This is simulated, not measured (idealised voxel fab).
Module name: voxel quadruple lines (process module)
In the cross-section labelled cut, the width is 215 nm and each square cell is 5 nm.
For the purposes of this document, a cross-section shall be understood as a grid of square cells, specified as bands listed in top-to-bottom order, each band consisting of one or more rows of cells.
Band: top height; bottom height; in nm. Then, left to right: material with width in nm, for each material. "all across": a single material spanning edge to edge. "empty": empty space.
Height 0 is the level under which the wafer as received is all one material. The lowest band goes on downwards, as in "0 down".
Top row gets the first number, bottom row gets the second, and each row in between changes by the same step: that is how a band width like "30 to 40" works.
"remained the same" -> step changed no cross-section cell.
Entry "Internal closed voids". Content: empty spaces with no open connection to the top, size 8 cells or greater. Each: width x height at distance. Distance: from left edge. Unit: nm.
That trailing text on a step's line, after the settings, is the simulator's own remark on the step.
overlay nm, on a step with a mask: how far to the right of its planned place the mask lay; to the left if negative

# Below is the list of planned process steps
step 1: RECEIVE: material Si
step 2: CONFORMAL_DEP: material SiO2, thk nm 5
step 3: DIRECTIONAL_DEP: material TiN, thk nm 15
step 4: DIRECTIONAL_DEP: material polySi, thk nm 15
step 5: DIRECTIONAL_DEP: material aC, thk nm 25
step 6: PATTERN: tone cover, mask id MANDREL, material resist, width nm 35, thk nm 35, overlay nm 0
step 7: DIRECTIONAL_ETCH: etch materials aC, depth nm 25
step 8: STRIP: etch materials resist
step 9: CONFORMAL_DEP: material SiO2, thk nm 15
step 10: DIRECTIONAL_ETCH: etch materials SiO2, depth nm 15
step 11: STRIP: etch materials aC
step 12: DIRECTIONAL_ETCH: etch materials polySi, depth nm 15
step 13: STRIP: etch materials SiO2
step 14: CONFORMAL_DEP: material SiCN, thk nm 10
step 15: DIRECTIONAL_ETCH: etch materials SiCN, depth nm 10
step 16: STRIP: etch materials polySi
step 17: DIRECTIONAL_ETCH: etch materials TiN, depth nm 15
step 18: STRIP: etch materials SiCN
step 19: FILL_DEP: material lowk, thk nm 10
step 20: CMP: height nm 20

# Here's what the wafer looked like in cross-section when it arrived - that's after step 1
    0 down | Si all across
    Internal closed voids: none

# Module complete - cross-section of the first of two wafers, run according to plan
    20 to 5 | lowk 65, TiN 10, lowk 15, TiN 10, lowk 15, TiN 10, lowk 15, TiN 10, lowk 65
    5 to 0 | SiO2 all across
    0 down | Si all across
    Internal closed voids: none

# Same start, same plan as the first wafer - but one mistake in the run. Cross-section of the second of the two at the end of the module
    20 to 15 | lowk all across
    15 to 5 | lowk 65, TiN 10, lowk 15, TiN 10, lowk 15, TiN 10, lowk 15, TiN 10, lowk 65
    5 to 0 | SiO2 all across
    0 down | Si all across
    Internal closed voids: none
In executing the process, a mistake was made relative to the plan: it should be noted that step 3 was executed with settings other than those planned, the operation and settings actually applied being DIRECTIONAL_DEP: material TiN, thk nm 10
Count the cells at the end and the second wafer has more or fewer of some materials than the first: TiN: 8 fewer, lowk: 8 more
